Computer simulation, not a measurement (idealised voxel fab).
Process module name: voxel wiring stack
Cross-section cut: width 200 nm, square cells of 5 nm.
In this document a cross-section is written as a grid of square cells. It is given as a series of bands, listed from the top down, and a band is one or more rows of cells. The band entry comprises the height of the band's top followed by the height of its bottom, expressed in nm, and subsequently the band's materials from left to right, each stated together with its width in nm. Where a single material is marked with the word "edge to edge", that material fills the band from edge to edge. The word "air" represents empty space. Note: height 0 marks the level under which the wafer is uniformly one material as received. Lowest band unbounded below, written "0 and below". The expression "30..40" gives the width at the extremes of the band, the first number at its top row of cells and the second at its bottom row, with the width changing by equal amounts from each row to the next in between. It should be understood that the words "all unchanged", when stated for a given step, signify that the cross-section underwent no change in any of its cells during that step. This entry, "Sealed voids", enumerates those empty regions of no fewer than 8 cells that possess no open connection to the top. Each region is reported in the form width x height at distance, the distance being taken from the left edge, with all three quantities expressed in nm. It should be noted that, on the line of a given step, the content following the step's settings is a remark produced by the simulator itself with respect to that step. "overlay nm" denotes, for a step that has a mask, the displacement of the mask to the right of its planned place, with negative values corresponding to the left.

Process steps (planned)
1,RECEIVE | material Si
2,CONFORMAL_DEP | material SiO2 | thk nm 15
3,DIRECTIONAL_DEP | material TiN | thk nm 5
4,DIRECTIONAL_DEP | material Ru | thk nm 20
5,MASKED_ETCH | tone cover | mask id METAL_1 | width nm 30 | pitch nm 60 | etch materials Ru | depth nm 20 | overlay nm 0
6,MASKED_ETCH | tone cover | mask id METAL_1 | width nm 30 | pitch nm 60 | etch materials TiN | depth nm 5 | overlay nm 0
7,CONFORMAL_DEP | material SiCN | thk nm 5
8,FILL_DEP | material SiO2 | thk nm 5
9,CMP | height nm 40
10,CONFORMAL_DEP | material SiCN | thk nm 5
11,DIRECTIONAL_DEP | material lowk | thk nm 30
12,PATTERN | tone open | mask id METAL_2_HOLES | material resist | width nm 15 | pitch nm 60 | thk nm 20 | overlay nm 0
13,DIRECTIONAL_ETCH | etch materials lowk | depth nm 30
14,STRIP | etch materials resist
15,MASKED_ETCH | tone open | mask id METAL_2 | width nm 30 | pitch nm 60 | etch materials lowk | depth nm 20 | overlay nm 0
16,MASKED_ETCH | tone open | mask id METAL_2 | width nm 30 | pitch nm 60 | etch materials SiCN | depth nm 5 | overlay nm 0
17,CONFORMAL_DEP | material TiN | thk nm 5
18,FILL_DEP | material Cu | thk nm 10
19,CMP | height nm 75
20,CONFORMAL_DEP | material SiCN | thk nm 5
21,DIRECTIONAL_DEP | material lowk | thk nm 35
22,MASKED_ETCH | tone open | mask id METAL_3 | width nm 30 | pitch nm 60 | etch materials lowk | depth nm 20 | overlay nm 0
23,MASKED_ETCH | tone open | mask id METAL_3_HOLES | width nm 15 | etch materials lowk | depth nm 15 | overlay nm 0
24,MASKED_ETCH | tone open | mask id METAL_3_HOLES | width nm 15 | etch materials SiCN | depth nm 5 | overlay nm 0
25,CONFORMAL_DEP | material TiN | thk nm 5
26,FILL_DEP | material Ru | thk nm 10
27,CMP | height nm 115
28,CONFORMAL_DEP | material SiCN | thk nm 5

So, the first of our two wafers, run just as we planned it

Cross-section of the incoming wafer, state after step 1
    0 and below  Si edge to edge
    Sealed voids: none

The wafer, seen in cross-section, after step 2
    15 down to 0  SiO2 edge to edge
    Under the height 0 nothing was changed.

The wafer, seen in cross-section, after step 3
    20 down to 15  TiN edge to edge
    Under the height 15 nothing was changed.

The wafer, seen in cross-section, after step 4
    40 down to 20  Ru edge to edge
    Under the height 20 nothing was changed.

The wafer, seen in cross-section, after step 5
    40 down to 20  55 air  30 Ru  30 air  30 Ru  55 air
    Under the height 20 nothing was changed.

The wafer, seen in cross-section, after step 6
    40 down to 20  55 air  30 Ru  30 air  30 Ru  55 air
    20 down to 15  55 air  30 TiN  30 air  30 TiN  55 air
    Under the height 15 nothing was changed.

The wafer, seen in cross-section, after step 7
    45 down to 40  50 air  40 SiCN  20 air  40 SiCN  50 air
    40 down to 20  50 air  5 SiCN  30 Ru  5 SiCN  20 air  5 SiCN  30 Ru  5 SiCN  50 air
    20 down to 15  55 SiCN  30 TiN  30 SiCN  30 TiN  55 SiCN
    Under the height 15 nothing was changed.

The wafer, seen in cross-section, after step 8
    50 down to 45  SiO2 edge to edge
    45 down to 40  50 SiO2  40 SiCN  20 SiO2  40 SiCN  50 SiO2
    40 down to 20  50 SiO2  5 SiCN  30 Ru  5 SiCN  20 SiO2  5 SiCN  30 Ru  5 SiCN  50 SiO2
    Under the height 20 nothing was changed.

The wafer, seen in cross-section, after step 9
    40 down to 20  50 SiO2  5 SiCN  30 Ru  5 SiCN  20 SiO2  5 SiCN  30 Ru  5 SiCN  50 SiO2
    Under the height 20 nothing was changed.

The wafer, seen in cross-section, after step 10
    45 down to 40  SiCN edge to edge
    Under the height 40 nothing was changed.

The wafer, seen in cross-section, after step 11
    75 down to 45  lowk edge to edge
    Under the height 45 nothing was changed.

The wafer, seen in cross-section, after step 12
    95 down to 75  55 resist  15 air  45 resist  15 air  70 resist
    Under the height 75 nothing was changed.

The wafer, seen in cross-section, after step 13
    95 down to 75  55 resist  15 air  45 resist  15 air  70 resist
    75 down to 45  55 lowk  15 air  45 lowk  15 air  70 lowk
    Under the height 45 nothing was changed.

The wafer, seen in cross-section, after step 14
    75 down to 45  55 lowk  15 air  45 lowk  15 air  70 lowk
    Under the height 45 nothing was changed.

The wafer, seen in cross-section, after step 15
    75 down to 55  55 lowk  30 air  30 lowk  30 air  55 lowk
    Under the height 55 nothing was changed.

The wafer, seen in cross-section, after step 16
    75 down to 55  55 lowk  30 air  30 lowk  30 air  55 lowk
    55 down to 45  55 lowk  15 air  45 lowk  15 air  70 lowk
    45 down to 40  55 SiCN  15 air  45 SiCN  15 air  70 SiCN
    Under the height 40 nothing was changed.

The wafer, seen in cross-section, after step 17
    80 down to 75  60 TiN  20 air  40 TiN  20 air  60 TiN
    75 down to 60  55 lowk  5 TiN  20 air  5 TiN  30 lowk  5 TiN  20 air  5 TiN  55 lowk
    60 down to 55  55 lowk  5 TiN  5 air  20 TiN  30 lowk  5 TiN  5 air  20 TiN  55 lowk
    55 down to 45  55 lowk  5 TiN  5 air  5 TiN  45 lowk  5 TiN  5 air  5 TiN  70 lowk
    45 down to 40  55 SiCN  15 TiN  45 SiCN  15 TiN  70 SiCN
    Under the height 40 nothing was changed.

The wafer, seen in cross-section, after step 18
    90 down to 80  Cu edge to edge
    80 down to 75  60 TiN  20 Cu  40 TiN  20 Cu  60 TiN
    75 down to 60  55 lowk  5 TiN  20 Cu  5 TiN  30 lowk  5 TiN  20 Cu  5 TiN  55 lowk
    60 down to 55  55 lowk  5 TiN  5 Cu  20 TiN  30 lowk  5 TiN  5 Cu  20 TiN  55 lowk
    55 down to 45  55 lowk  5 TiN  5 Cu  5 TiN  45 lowk  5 TiN  5 Cu  5 TiN  70 lowk
    Under the height 45 nothing was changed.

The wafer, seen in cross-section, after step 19
    75 down to 60  55 lowk  5 TiN  20 Cu  5 TiN  30 lowk  5 TiN  20 Cu  5 TiN  55 lowk
    Under the height 60 nothing was changed.

The wafer, seen in cross-section, after step 20
    80 down to 75  SiCN edge to edge
    Under the height 75 nothing was changed.

The wafer, seen in cross-section, after step 21
    115 down to 80  lowk edge to edge
    Under the height 80 nothing was changed.

The wafer, seen in cross-section, after step 22
    115 down to 95  55 lowk  30 air  30 lowk  30 air  55 lowk
    Under the height 95 nothing was changed.

The wafer, seen in cross-section, after step 23
    115 down to 95  55 lowk  30 air  30 lowk  30 air  55 lowk
    95 down to 80  55 lowk  15 air  130 lowk
    Under the height 80 nothing was changed.

The wafer, seen in cross-section, after step 24
    115 down to 95  55 lowk  30 air  30 lowk  30 air  55 lowk
    95 down to 80  55 lowk  15 air  130 lowk
    80 down to 75  55 SiCN  15 air  130 SiCN
    Under the height 75 nothing was changed.

The wafer, seen in cross-section, after step 25
    120 down to 115  60 TiN  20 air  40 TiN  20 air  60 TiN
    115 down to 100  55 lowk  5 TiN  20 air  5 TiN  30 lowk  5 TiN  20 air  5 TiN  55 lowk
    100 down to 95  55 lowk  5 TiN  5 air  20 TiN  30 lowk  30 TiN  55 lowk
    95 down to 80  55 lowk  5 TiN  5 air  5 TiN  130 lowk
    80 down to 75  55 SiCN  15 TiN  130 SiCN
    Under the height 75 nothing was changed.

The wafer, seen in cross-section, after step 26
    130 down to 120  Ru edge to edge
    120 down to 115  60 TiN  20 Ru  40 TiN  20 Ru  60 TiN
    115 down to 100  55 lowk  5 TiN  20 Ru  5 TiN  30 lowk  5 TiN  20 Ru  5 TiN  55 lowk
    100 down to 95  55 lowk  5 TiN  5 Ru  20 TiN  30 lowk  30 TiN  55 lowk
    95 down to 80  55 lowk  5 TiN  5 Ru  5 TiN  130 lowk
    Under the height 80 nothing was changed.

The wafer, seen in cross-section, after step 27
    115 down to 100  55 lowk  5 TiN  20 Ru  5 TiN  30 lowk  5 TiN  20 Ru  5 TiN  55 lowk
    Under the height 100 nothing was changed.

The wafer, seen in cross-section, after step 28
    120 down to 115  SiCN edge to edge
    Under the height 115 nothing was changed.

The second wafer was prepared from the same starting point and under the same plan as the first; its processing contained one mistake, and it remains indistinguishable from the first wafer up to and including step 2

Cross-section of the second wafer when, according to plan, step 3 should have finished: all unchanged

Cross-section of the second wafer when, according to plan, step 4 should have finished
    35 down to 15  Ru edge to edge
    Under the height 15 nothing was changed.

Cross-section of the second wafer when, according to plan, step 5 should have finished
    35 down to 15  55 air  30 Ru  30 air  30 Ru  55 air
    Under the height 15 nothing was changed.

Cross-section of the second wafer when, according to plan, step 6 should have finished: all unchanged

Cross-section of the second wafer when, according to plan, step 7 should have finished
    40 down to 35  50 air  40 SiCN  20 air  40 SiCN  50 air
    35 down to 20  50 air  5 SiCN  30 Ru  5 SiCN  20 air  5 SiCN  30 Ru  5 SiCN  50 air
    20 down to 15  55 SiCN  30 Ru  30 SiCN  30 Ru  55 SiCN
    Under the height 15 nothing was changed.

Cross-section of the second wafer when, according to plan, step 8 should have finished
    45 down to 40  SiO2 edge to edge
    40 down to 35  50 SiO2  40 SiCN  20 SiO2  40 SiCN  50 SiO2
    35 down to 20  50 SiO2  5 SiCN  30 Ru  5 SiCN  20 SiO2  5 SiCN  30 Ru  5 SiCN  50 SiO2
    Under the height 20 nothing was changed.

Cross-section of the second wafer when, according to plan, step 9 should have finished
    40 down to 35  50 SiO2  40 SiCN  20 SiO2  40 SiCN  50 SiO2
    Under the height 35 nothing was changed.

Cross-section of the second wafer when, according to plan, step 10 should have finished
    45 down to 40  SiCN edge to edge
    Under the height 40 nothing was changed.

Cross-section of the second wafer when, according to plan, step 11 should have finished
    75 down to 45  lowk edge to edge
    Under the height 45 nothing was changed.

Cross-section of the second wafer when, according to plan, step 12 should have finished
    95 down to 75  55 resist  15 air  45 resist  15 air  70 resist
    Under the height 75 nothing was changed.

Cross-section of the second wafer when, according to plan, step 13 should have finished
    95 down to 75  55 resist  15 air  45 resist  15 air  70 resist
    75 down to 45  55 lowk  15 air  45 lowk  15 air  70 lowk
    Under the height 45 nothing was changed.

Cross-section of the second wafer when, according to plan, step 14 should have finished
    75 down to 45  55 lowk  15 air  45 lowk  15 air  70 lowk
    Under the height 45 nothing was changed.

Cross-section of the second wafer when, according to plan, step 15 should have finished
    75 down to 55  55 lowk  30 air  30 lowk  30 air  55 lowk
    Under the height 55 nothing was changed.

Cross-section of the second wafer when, according to plan, step 16 should have finished
    75 down to 55  55 lowk  30 air  30 lowk  30 air  55 lowk
    55 down to 45  55 lowk  15 air  45 lowk  15 air  70 lowk
    45 down to 40  55 SiCN  15 air  45 SiCN  15 air  70 SiCN
    Under the height 40 nothing was changed.

Cross-section of the second wafer when, according to plan, step 17 should have finished
    80 down to 75  60 TiN  20 air  40 TiN  20 air  60 TiN
    75 down to 60  55 lowk  5 TiN  20 air  5 TiN  30 lowk  5 TiN  20 air  5 TiN  55 lowk
    60 down to 55  55 lowk  5 TiN  5 air  20 TiN  30 lowk  5 TiN  5 air  20 TiN  55 lowk
    55 down to 45  55 lowk  5 TiN  5 air  5 TiN  45 lowk  5 TiN  5 air  5 TiN  70 lowk
    45 down to 40  55 SiCN  15 TiN  45 SiCN  15 TiN  70 SiCN
    Under the height 40 nothing was changed.

Cross-section of the second wafer when, according to plan, step 18 should have finished
    90 down to 80  Cu edge to edge
    80 down to 75  60 TiN  20 Cu  40 TiN  20 Cu  60 TiN
    75 down to 60  55 lowk  5 TiN  20 Cu  5 TiN  30 lowk  5 TiN  20 Cu  5 TiN  55 lowk
    60 down to 55  55 lowk  5 TiN  5 Cu  20 TiN  30 lowk  5 TiN  5 Cu  20 TiN  55 lowk
    55 down to 45  55 lowk  5 TiN  5 Cu  5 TiN  45 lowk  5 TiN  5 Cu  5 TiN  70 lowk
    Under the height 45 nothing was changed.

Cross-section of the second wafer when, according to plan, step 19 should have finished
    75 down to 60  55 lowk  5 TiN  20 Cu  5 TiN  30 lowk  5 TiN  20 Cu  5 TiN  55 lowk
    Under the height 60 nothing was changed.

Cross-section of the second wafer when, according to plan, step 20 should have finished
    80 down to 75  SiCN edge to edge
    Under the height 75 nothing was changed.

Cross-section of the second wafer when, according to plan, step 21 should have finished
    115 down to 80  lowk edge to edge
    Under the height 80 nothing was changed.

Cross-section of the second wafer when, according to plan, step 22 should have finished
    115 down to 95  55 lowk  30 air  30 lowk  30 air  55 lowk
    Under the height 95 nothing was changed.

Cross-section of the second wafer when, according to plan, step 23 should have finished
    115 down to 95  55 lowk  30 air  30 lowk  30 air  55 lowk
    95 down to 80  55 lowk  15 air  130 lowk
    Under the height 80 nothing was changed.

Cross-section of the second wafer when, according to plan, step 24 should have finished
    115 down to 95  55 lowk  30 air  30 lowk  30 air  55 lowk
    95 down to 80  55 lowk  15 air  130 lowk
    80 down to 75  55 SiCN  15 air  130 SiCN
    Under the height 75 nothing was changed.

Cross-section of the second wafer when, according to plan, step 25 should have finished
    120 down to 115  60 TiN  20 air  40 TiN  20 air  60 TiN
    115 down to 100  55 lowk  5 TiN  20 air  5 TiN  30 lowk  5 TiN  20 air  5 TiN  55 lowk
    100 down to 95  55 lowk  5 TiN  5 air  20 TiN  30 lowk  30 TiN  55 lowk
    95 down to 80  55 lowk  5 TiN  5 air  5 TiN  130 lowk
    80 down to 75  55 SiCN  15 TiN  130 SiCN
    Under the height 75 nothing was changed.

Cross-section of the second wafer when, according to plan, step 26 should have finished
    130 down to 120  Ru edge to edge
    120 down to 115  60 TiN  20 Ru  40 TiN  20 Ru  60 TiN
    115 down to 100  55 lowk  5 TiN  20 Ru  5 TiN  30 lowk  5 TiN  20 Ru  5 TiN  55 lowk
    100 down to 95  55 lowk  5 TiN  5 Ru  20 TiN  30 lowk  30 TiN  55 lowk
    95 down to 80  55 lowk  5 TiN  5 Ru  5 TiN  130 lowk
    Under the height 80 nothing was changed.

Cross-section of the second wafer when, according to plan, step 27 should have finished
    115 down to 100  55 lowk  5 TiN  20 Ru  5 TiN  30 lowk  5 TiN  20 Ru  5 TiN  55 lowk
    Under the height 100 nothing was changed.

Cross-section of the second wafer when, according to plan, step 28 should have finished
    120 down to 115  SiCN edge to edge
    Under the height 115 nothing was changed.
Misprocessing identified: step 3 of the plan got skipped, so it never ran
End check, counted in cells, second wafer has more or fewer of these materials than the first: SiCN: 12 more | TiN: 12 fewer
